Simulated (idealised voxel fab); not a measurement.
Herein follows the process module entitled voxel wiring stack.
270 nm wide, 5 nm square cells: that's cross-section cut.
A cross-section is written here as square cells arranged in a grid, and it is given in bands from the top down, each band taking up one or more rows of cells.
Band: top and bottom heights (nm) first, top before bottom; then materials from left to right, widths in nm. "throughout" marks a sole material filling the band edge to edge. "blank" denotes empty space.
Heights are expressed relative to 0, this being the level below which the as-received wafer comprises one material exclusively. The lowest band is unbounded in the downward direction and is denoted as in "0 and below".
With a width like "30..40", each row of cells in the band differs from the next by the same amount, the top row carrying the first number and the bottom row the second.
The designation "no change", where it is given for a processing step, indicates that no cell of the cross-section was altered in the course of that step.
In "closed voids" the enclosed voids are listed, meaning empty spaces of 8 cells or larger without any opening to the top. The form is width x height at distance, distance from the left edge, units nm.
The remark found on a step's line after its settings is issued by the simulator itself and pertains to that step.
You can add "overlay nm" to a step's line. For a step with a mask, it describes how far the mask lay to the right of its planned position, and a negative number describes a lay to the left.
Pairs ahead. Before: cross-section ahead of one process step. After: cross-section once the step is done, shown to the lowest changed band only. Under each pair: that step, with settings. Caution: pairs may come from different runs of this module on the same starting wafer; a pair follows the pair above only where its "Before the process" entry says so.

### Before the process
- 150 down to 125  55 nm resist, 25 nm blank, 20 nm resist, 25 nm blank, 20 nm resist, 25 nm blank, 20 nm resist, 25 nm blank, 55 nm resist
- 125 down to 115  55 nm aC, 15 nm blank, 75 nm aC, 15 nm blank, 110 nm aC
- 115 down to 95  55 nm lowk, 15 nm blank, 75 nm lowk, 15 nm blank, 110 nm lowk
- 95 down to 85  55 nm lowk, 15 nm aC, 75 nm lowk, 15 nm aC, 110 nm lowk
- 85 down to 80  SiCN throughout
- 80 down to 65  55 nm lowk, 5 nm TiN, 15 nm Cu, 5 nm TiN, 20 nm lowk, 5 nm TiN, 15 nm Cu, 5 nm TiN, 20 nm lowk, 5 nm TiN, 15 nm Cu, 5 nm TiN, 20 nm lowk, 5 nm TiN, 15 nm Cu, 5 nm TiN, 55 nm lowk
- 65 down to 60  55 nm lowk, 25 nm TiN, 20 nm lowk, 25 nm TiN, 20 nm lowk, 25 nm TiN, 20 nm lowk, 25 nm TiN, 55 nm lowk
- 60 down to 55  SiO2 throughout
- 55 down to 45  55 nm SiO2, 15 nm Ru, 30 nm SiO2, 15 nm Ru, 30 nm SiO2, 15 nm Ru, 30 nm SiO2, 15 nm Ru, 65 nm SiO2
- 45 down to 40  55 nm SiCN, 15 nm Ru, 30 nm SiCN, 15 nm Ru, 30 nm SiCN, 15 nm Ru, 30 nm SiCN, 15 nm Ru, 65 nm SiCN
- 40 down to 20  55 nm SiO2, 5 nm TiN, 15 nm Ru, 5 nm TiN, 20 nm SiO2, 5 nm TiN, 15 nm Ru, 5 nm TiN, 20 nm SiO2, 5 nm TiN, 15 nm Ru, 5 nm TiN, 20 nm SiO2, 5 nm TiN, 15 nm Ru, 5 nm TiN, 55 nm SiO2
- 20 down to 15  55 nm SiCN, 25 nm TiN, 20 nm SiCN, 25 nm TiN, 20 nm SiCN, 25 nm TiN, 20 nm SiCN, 25 nm TiN, 55 nm SiCN
- 15 down to 0  SiO2 throughout
- 0 and below  Si throughout
- closed voids: none

### Post-Step Cross-Section
- 140 down to 125  55 nm resist, 25 nm blank, 20 nm resist, 25 nm blank, 20 nm resist, 25 nm blank, 20 nm resist, 25 nm blank, 55 nm resist
- 125 down to 115  55 nm aC, 25 nm blank, 20 nm aC, 25 nm blank, 20 nm aC, 25 nm blank, 20 nm aC, 25 nm blank, 55 nm aC
- 115 down to 85  55 nm lowk, 15 nm blank, 75 nm lowk, 15 nm blank, 110 nm lowk
- Below 85, no change.
- closed voids: none
What is the step between the two cross-sections above? DIRECTIONAL_ETCH (etch materials aC; depth nm 10)

Before the process: same picture as after in the pair right above, so we don't repeat it.

### Post-Step Cross-Section
- 125 down to 115  55 nm aC, 25 nm blank, 20 nm aC, 25 nm blank, 20 nm aC, 25 nm blank, 20 nm aC, 25 nm blank, 55 nm aC
- Below 115, no change.
- closed voids: none
What is the step between the two cross-sections above? STRIP (etch materials resist)

Before the process: same picture as after in the pair right above, so we don't repeat it.

### Post-Step Cross-Section
- 125 down to 115  55 nm aC, 25 nm blank, 20 nm aC, 25 nm blank, 20 nm aC, 25 nm blank, 20 nm aC, 25 nm blank, 55 nm aC
- 115 down to 100  55 nm lowk, 25 nm blank, 20 nm lowk, 25 nm blank, 20 nm lowk, 25 nm blank, 20 nm lowk, 25 nm blank, 55 nm lowk
- Below 100, no change.
- closed voids: none
What is the step between the two cross-sections above? DIRECTIONAL_ETCH (etch materials lowk; depth nm 15)

Before the process: same picture as after in the pair right above, so we don't repeat it.

### Post-Step Cross-Section
- 125 down to 115  55 nm aC, 25 nm blank, 20 nm aC, 25 nm blank, 20 nm aC, 25 nm blank, 20 nm aC, 25 nm blank, 55 nm aC
- 115 down to 100  55 nm lowk, 25 nm blank, 20 nm lowk, 25 nm blank, 20 nm lowk, 25 nm blank, 20 nm lowk, 25 nm blank, 55 nm lowk
- 100 down to 85  55 nm lowk, 15 nm blank, 75 nm lowk, 15 nm blank, 110 nm lowk
- 85 down to 80  55 nm SiCN, 15 nm blank, 75 nm SiCN, 15 nm blank, 110 nm SiCN
- Below 80, no change.
- closed voids: none
What is the step between the two cross-sections above? DIRECTIONAL_ETCH (etch materials SiCN; depth nm 5)

Before the process: same picture as after in the pair right above, so we don't repeat it.

### Post-Step Cross-Section
- 115 down to 100  55 nm lowk, 25 nm blank, 20 nm lowk, 25 nm blank, 20 nm lowk, 25 nm blank, 20 nm lowk, 25 nm blank, 55 nm lowk
- Below 100, no change.
- closed voids: none
What is the step between the two cross-sections above? STRIP (etch materials aC)

Before the process: same picture as after in the pair right above, so we don't repeat it.

### Post-Step Cross-Section
- 120 down to 115  60 nm TiN, 15 nm blank, 30 nm TiN, 15 nm blank, 30 nm TiN, 15 nm blank, 30 nm TiN, 15 nm blank, 60 nm TiN
- 115 down to 105  55 nm lowk, 5 nm TiN, 15 nm blank, 5 nm TiN, 20 nm lowk, 5 nm TiN, 15 nm blank, 5 nm TiN, 20 nm lowk, 5 nm TiN, 15 nm blank, 5 nm TiN, 20 nm lowk, 5 nm TiN, 15 nm blank, 5 nm TiN, 55 nm lowk
- 105 down to 100  55 nm lowk, 5 nm TiN, 5 nm blank, 15 nm TiN, 20 nm lowk, 25 nm TiN, 20 nm lowk, 5 nm TiN, 5 nm blank, 15 nm TiN, 20 nm lowk, 25 nm TiN, 55 nm lowk
- 100 down to 85  55 nm lowk, 5 nm TiN, 5 nm blank, 5 nm TiN, 75 nm lowk, 5 nm TiN, 5 nm blank, 5 nm TiN, 110 nm lowk
- 85 down to 80  55 nm SiCN, 15 nm TiN, 75 nm SiCN, 15 nm TiN, 110 nm SiCN
- Below 80, no change.
- closed voids: none
What is the step between the two cross-sections above? CONFORMAL_DEP (material TiN; thk nm 5)

Before the process: same picture as after in the pair right above, so we don't repeat it.

### Post-Step Cross-Section
- 130 down to 120  Cu throughout
- 120 down to 115  60 nm TiN, 15 nm Cu, 30 nm TiN, 15 nm Cu, 30 nm TiN, 15 nm Cu, 30 nm TiN, 15 nm Cu, 60 nm TiN
- 115 down to 105  55 nm lowk, 5 nm TiN, 15 nm Cu, 5 nm TiN, 20 nm lowk, 5 nm TiN, 15 nm Cu, 5 nm TiN, 20 nm lowk, 5 nm TiN, 15 nm Cu, 5 nm TiN, 20 nm lowk, 5 nm TiN, 15 nm Cu, 5 nm TiN, 55 nm lowk
- 105 down to 100  55 nm lowk, 5 nm TiN, 5 nm Cu, 15 nm TiN, 20 nm lowk, 25 nm TiN, 20 nm lowk, 5 nm TiN, 5 nm Cu, 15 nm TiN, 20 nm lowk, 25 nm TiN, 55 nm lowk
- 100 down to 85  55 nm lowk, 5 nm TiN, 5 nm Cu, 5 nm TiN, 75 nm lowk, 5 nm TiN, 5 nm Cu, 5 nm TiN, 110 nm lowk
- Below 85, no change.
- closed voids: none
What is the step between the two cross-sections above? FILL_DEP (material Cu; thk nm 10)

Before the process: same picture as after in the pair right above, so we don't repeat it.

### Post-Step Cross-Section
- 115 down to 105  55 nm lowk, 5 nm TiN, 15 nm Cu, 5 nm TiN, 20 nm lowk, 5 nm TiN, 15 nm Cu, 5 nm TiN, 20 nm lowk, 5 nm TiN, 15 nm Cu, 5 nm TiN, 20 nm lowk, 5 nm TiN, 15 nm Cu, 5 nm TiN, 55 nm lowk
- Below 105, no change.
- closed voids: none
What is the step between the two cross-sections above? CMP (height nm 115)

Before the process: same picture as after in the pair right above, so we don't repeat it.

### Post-Step Cross-Section
- 120 down to 115  SiN throughout
- Below 115, no change.
- closed voids: none
What is the step between the two cross-sections above? CONFORMAL_DEP (material SiN; thk nm 5)

### Before the process
- 80 down to 60  lowk throughout
- 60 down to 55  SiN throughout
- 55 down to 45  55 nm SiO2, 15 nm Ru, 30 nm SiO2, 15 nm Ru, 30 nm SiO2, 15 nm Ru, 30 nm SiO2, 15 nm Ru, 65 nm SiO2
- 45 down to 40  55 nm SiCN, 15 nm Ru, 30 nm SiCN, 15 nm Ru, 30 nm SiCN, 15 nm Ru, 30 nm SiCN, 15 nm Ru, 65 nm SiCN
- 40 down to 20  55 nm SiO2, 5 nm TiN, 15 nm Ru, 5 nm TiN, 20 nm SiO2, 5 nm TiN, 15 nm Ru, 5 nm TiN, 20 nm SiO2, 5 nm TiN, 15 nm Ru, 5 nm TiN, 20 nm SiO2, 5 nm TiN, 15 nm Ru, 5 nm TiN, 55 nm SiO2
- 20 down to 15  55 nm SiCN, 25 nm TiN, 20 nm SiCN, 25 nm TiN, 20 nm SiCN, 25 nm TiN, 20 nm SiCN, 25 nm TiN, 55 nm SiCN
- 15 down to 0  SiO2 throughout
- 0 and below  Si throughout
- closed voids: none

### Post-Step Cross-Section
- 100 down to 80  55 nm blank, 25 nm resist, 20 nm blank, 25 nm resist, 20 nm blank, 25 nm resist, 20 nm blank, 25 nm resist, 55 nm blank
- Below 80, no change.
- closed voids: none
What is the step between the two cross-sections above? PATTERN (tone cover; mask id METAL_2; material resist; width nm 25; pitch nm 45; thk nm 20; overlay nm 0)

Before the process: same picture as after in the pair right above, so we don't repeat it.

### Post-Step Cross-Section
- 100 down to 80  55 nm blank, 25 nm resist, 20 nm blank, 25 nm resist, 20 nm blank, 25 nm resist, 20 nm blank, 25 nm resist, 55 nm blank
- 80 down to 60  55 nm blank, 25 nm lowk, 20 nm blank, 25 nm lowk, 20 nm blank, 25 nm lowk, 20 nm blank, 25 nm lowk, 55 nm blank
- Below 60, no change.
- closed voids: none
What is the step between the two cross-sections above? DIRECTIONAL_ETCH (etch materials lowk; depth nm 20)

Before the process: same picture as after in the pair right above, so we don't repeat it.

### Post-Step Cross-Section
- 100 down to 80  55 nm blank, 25 nm resist, 20 nm blank, 25 nm resist, 20 nm blank, 25 nm resist, 20 nm blank, 25 nm resist, 55 nm blank
- 80 down to 60  55 nm blank, 25 nm lowk, 20 nm blank, 25 nm lowk, 20 nm blank, 25 nm lowk, 20 nm blank, 25 nm lowk, 55 nm blank
- 60 down to 55  55 nm blank, 25 nm SiN, 20 nm blank, 25 nm SiN, 20 nm blank, 25 nm SiN, 20 nm blank, 25 nm SiN, 55 nm blank
- Below 55, no change.
- closed voids: none
What is the step between the two cross-sections above? DIRECTIONAL_ETCH (etch materials SiN; depth nm 5)

Before the process: same picture as after in the pair right above, so we don't repeat it.

### Post-Step Cross-Section
- 80 down to 60  55 nm blank, 25 nm lowk, 20 nm blank, 25 nm lowk, 20 nm blank, 25 nm lowk, 20 nm blank, 25 nm lowk, 55 nm blank
- Below 60, no change.
- closed voids: none
What is the step between the two cross-sections above? STRIP (etch materials resist)

Before the process: same picture as after in the pair right above, so we don't repeat it.

### Post-Step Cross-Section
- 85 down to 80  50 nm blank, 35 nm TiN, 10 nm blank, 35 nm TiN, 10 nm blank, 35 nm TiN, 10 nm blank, 35 nm TiN, 50 nm blank
- 80 down to 60  50 nm blank, 5 nm TiN, 25 nm lowk, 5 nm TiN, 10 nm blank, 5 nm TiN, 25 nm lowk, 5 nm TiN, 10 nm blank, 5 nm TiN, 25 nm lowk, 5 nm TiN, 10 nm blank, 5 nm TiN, 25 nm lowk, 5 nm TiN, 50 nm blank
- 60 down to 55  55 nm TiN, 25 nm SiN, 20 nm TiN, 25 nm SiN, 20 nm TiN, 25 nm SiN, 20 nm TiN, 25 nm SiN, 55 nm TiN
- Below 55, no change.
- closed voids: none
What is the step between the two cross-sections above? CONFORMAL_DEP (material TiN; thk nm 5)

Before the process: same picture as after in the pair right above, so we don't repeat it.

### Post-Step Cross-Section
- 90 down to 85  Cu throughout
- 85 down to 80  50 nm Cu, 35 nm TiN, 10 nm Cu, 35 nm TiN, 10 nm Cu, 35 nm TiN, 10 nm Cu, 35 nm TiN, 50 nm Cu
- 80 down to 60  50 nm Cu, 5 nm TiN, 25 nm lowk, 5 nm TiN, 10 nm Cu, 5 nm TiN, 25 nm lowk, 5 nm TiN, 10 nm Cu, 5 nm TiN, 25 nm lowk, 5 nm TiN, 10 nm Cu, 5 nm TiN, 25 nm lowk, 5 nm TiN, 50 nm Cu
- Below 60, no change.
- closed voids: none
What is the step between the two cross-sections above? FILL_DEP (material Cu; thk nm 5)

Before the process: same picture as after in the pair right above, so we don't repeat it.

### Post-Step Cross-Section
- 80 down to 60  50 nm Cu, 5 nm TiN, 25 nm lowk, 5 nm TiN, 10 nm Cu, 5 nm TiN, 25 nm lowk, 5 nm TiN, 10 nm Cu, 5 nm TiN, 25 nm lowk, 5 nm TiN, 10 nm Cu, 5 nm TiN, 25 nm lowk, 5 nm TiN, 50 nm Cu
- Below 60, no change.
- closed voids: none
What is the step between the two cross-sections above? CMP (height nm 80)

Before the process: same picture as after in the pair right above, so we don't repeat it.

### Post-Step Cross-Section
- 85 down to 80  SiCN throughout
- Below 80, no change.
- closed voids: none
What is the step between the two cross-sections above? CONFORMAL_DEP (material SiCN; thk nm 5)

Before the process: same picture as after in the pair right above, so we don't repeat it.

### Post-Step Cross-Section
- 115 down to 85  lowk throughout
- Below 85, no change.
- closed voids: none
What is the step between the two cross-sections above? DIRECTIONAL_DEP (material lowk; thk nm 30)

Before the process: same picture as after in the pair right above, so we don't repeat it.

### Post-Step Cross-Section
- 115 down to 85  55 nm lowk, 15 nm blank, 75 nm lowk, 15 nm blank, 110 nm lowk
- Below 85, no change.
- closed voids: none
What is the step between the two cross-sections above? MASKED_ETCH (tone open; mask id METAL_3_HOLES; width nm 15; pitch nm 90; etch materials lowk; depth nm 30; overlay nm 0)

Before the process: same picture as after in the pair right above, so we don't repeat it.

### Post-Step Cross-Section
- 125 down to 115  55 nm aC, 15 nm blank, 75 nm aC, 15 nm blank, 110 nm aC
- 115 down to 95  55 nm lowk, 15 nm blank, 75 nm lowk, 15 nm blank, 110 nm lowk
- 95 down to 85  55 nm lowk, 15 nm aC, 75 nm lowk, 15 nm aC, 110 nm lowk
- Below 85, no change.
- closed voids: none
What is the step between the two cross-sections above? DIRECTIONAL_DEP (material aC; thk nm 10)

Before the process: same picture as after in the pair right above, so we don't repeat it.

### Post-Step Cross-Section
- 150 down to 125  55 nm resist, 25 nm blank, 20 nm resist, 25 nm blank, 20 nm resist, 25 nm blank, 20 nm resist, 25 nm blank, 55 nm resist
- Below 125, no change.
- closed voids: none
What is the step between the two cross-sections above? PATTERN (tone open; mask id METAL_3; material resist; width nm 25; pitch nm 45; thk nm 25; overlay nm 0)

Before the process: same picture as after in the pair right above, so we don't repeat it.

### Post-Step Cross-Section
- 140 down to 125  55 nm resist, 25 nm blank, 20 nm resist, 25 nm blank, 20 nm resist, 25 nm blank, 20 nm resist, 25 nm blank, 55 nm resist
- 125 down to 115  55 nm aC, 25 nm blank, 20 nm aC, 25 nm blank, 20 nm aC, 25 nm blank, 20 nm aC, 25 nm blank, 55 nm aC
- 115 down to 85  55 nm lowk, 15 nm blank, 75 nm lowk, 15 nm blank, 110 nm lowk
- Below 85, no change.
- closed voids: none
What is the step between the two cross-sections above? DIRECTIONAL_ETCH (etch materials aC; depth nm 10)

Before the process: same picture as after in the pair right above, so we don't repeat it.

### Post-Step Cross-Section
- 125 down to 115  55 nm aC, 25 nm blank, 20 nm aC, 25 nm blank, 20 nm aC, 25 nm blank, 20 nm aC, 25 nm blank, 55 nm aC
- Below 115, no change.
- closed voids: none
What is the step between the two cross-sections above? STRIP (etch materials resist)

Before the process: same picture as after in the pair right above, so we don't repeat it.

### Post-Step Cross-Section
- 125 down to 115  55 nm aC, 25 nm blank, 20 nm aC, 25 nm blank, 20 nm aC, 25 nm blank, 20 nm aC, 25 nm blank, 55 nm aC
- 115 down to 100  55 nm lowk, 25 nm blank, 20 nm lowk, 25 nm blank, 20 nm lowk, 25 nm blank, 20 nm lowk, 25 nm blank, 55 nm lowk
- Below 100, no change.
- closed voids: none
What is the step between the two cross-sections above? DIRECTIONAL_ETCH (etch materials lowk; depth nm 15)

Before the process: same picture as after in the pair right above, so we don't repeat it.

### Post-Step Cross-Section
- 125 down to 115  55 nm aC, 25 nm blank, 20 nm aC, 25 nm blank, 20 nm aC, 25 nm blank, 20 nm aC, 25 nm blank, 55 nm aC
- 115 down to 100  55 nm lowk, 25 nm blank, 20 nm lowk, 25 nm blank, 20 nm lowk, 25 nm blank, 20 nm lowk, 25 nm blank, 55 nm lowk
- 100 down to 85  55 nm lowk, 15 nm blank, 75 nm lowk, 15 nm blank, 110 nm lowk
- 85 down to 80  55 nm SiCN, 15 nm blank, 75 nm SiCN, 15 nm blank, 110 nm SiCN
- Below 80, no change.
- closed voids: none
What is the step between the two cross-sections above? DIRECTIONAL_ETCH (etch materials SiCN; depth nm 5)

Before the process: same picture as after in the pair right above, so we don't repeat it.

### Post-Step Cross-Section
- 115 down to 100  55 nm lowk, 25 nm blank, 20 nm lowk, 25 nm blank, 20 nm lowk, 25 nm blank, 20 nm lowk, 25 nm blank, 55 nm lowk
- Below 100, no change.
- closed voids: none
What is the step between the two cross-sections above? STRIP (etch materials aC)

Before the process: same picture as after in the pair right above, so we don't repeat it.

### Post-Step Cross-Section
- 120 down to 115  60 nm TiN, 15 nm blank, 30 nm TiN, 15 nm blank, 30 nm TiN, 15 nm blank, 30 nm TiN, 15 nm blank, 60 nm TiN
- 115 down to 105  55 nm lowk, 5 nm TiN, 15 nm blank, 5 nm TiN, 20 nm lowk, 5 nm TiN, 15 nm blank, 5 nm TiN, 20 nm lowk, 5 nm TiN, 15 nm blank, 5 nm TiN, 20 nm lowk, 5 nm TiN, 15 nm blank, 5 nm TiN, 55 nm lowk
- 105 down to 100  55 nm lowk, 5 nm TiN, 5 nm blank, 15 nm TiN, 20 nm lowk, 25 nm TiN, 20 nm lowk, 5 nm TiN, 5 nm blank, 15 nm TiN, 20 nm lowk, 25 nm TiN, 55 nm lowk
- 100 down to 85  55 nm lowk, 5 nm TiN, 5 nm blank, 5 nm TiN, 75 nm lowk, 5 nm TiN, 5 nm blank, 5 nm TiN, 110 nm lowk
- 85 down to 80  55 nm SiCN, 15 nm TiN, 75 nm SiCN, 15 nm TiN, 110 nm SiCN
- Below 80, no change.
- closed voids: none
What is the step between the two cross-sections above? CONFORMAL_DEP (material TiN; thk nm 5)

Before the process: same picture as after in the pair right above, so we don't repeat it.

### Post-Step Cross-Section
- 130 down to 120  Cu throughout
- 120 down to 115  60 nm TiN, 15 nm Cu, 30 nm TiN, 15 nm Cu, 30 nm TiN, 15 nm Cu, 30 nm TiN, 15 nm Cu, 60 nm TiN
- 115 down to 105  55 nm lowk, 5 nm TiN, 15 nm Cu, 5 nm TiN, 20 nm lowk, 5 nm TiN, 15 nm Cu, 5 nm TiN, 20 nm lowk, 5 nm TiN, 15 nm Cu, 5 nm TiN, 20 nm lowk, 5 nm TiN, 15 nm Cu, 5 nm TiN, 55 nm lowk
- 105 down to 100  55 nm lowk, 5 nm TiN, 5 nm Cu, 15 nm TiN, 20 nm lowk, 25 nm TiN, 20 nm lowk, 5 nm TiN, 5 nm Cu, 15 nm TiN, 20 nm lowk, 25 nm TiN, 55 nm lowk
- 100 down to 85  55 nm lowk, 5 nm TiN, 5 nm Cu, 5 nm TiN, 75 nm lowk, 5 nm TiN, 5 nm Cu, 5 nm TiN, 110 nm lowk
- Below 85, no change.
- closed voids: none
What is the step between the two cross-sections above? FILL_DEP (material Cu; thk nm 10)

Before the process: same picture as after in the pair right above, so we don't repeat it.

### Post-Step Cross-Section
- 115 down to 105  55 nm lowk, 5 nm TiN, 15 nm Cu, 5 nm TiN, 20 nm lowk, 5 nm TiN, 15 nm Cu, 5 nm TiN, 20 nm lowk, 5 nm TiN, 15 nm Cu, 5 nm TiN, 20 nm lowk, 5 nm TiN, 15 nm Cu, 5 nm TiN, 55 nm lowk
- Below 105, no change.
- closed voids: none
What is the step between the two cross-sections above? CMP (height nm 115)

Before the process: same picture as after in the pair right above, so we don't repeat it.

### Post-Step Cross-Section
- 120 down to 115  SiN throughout
- Below 115, no change.
- closed voids: none
What is the step between the two cross-sections above? CONFORMAL_DEP (material SiN; thk nm 5)
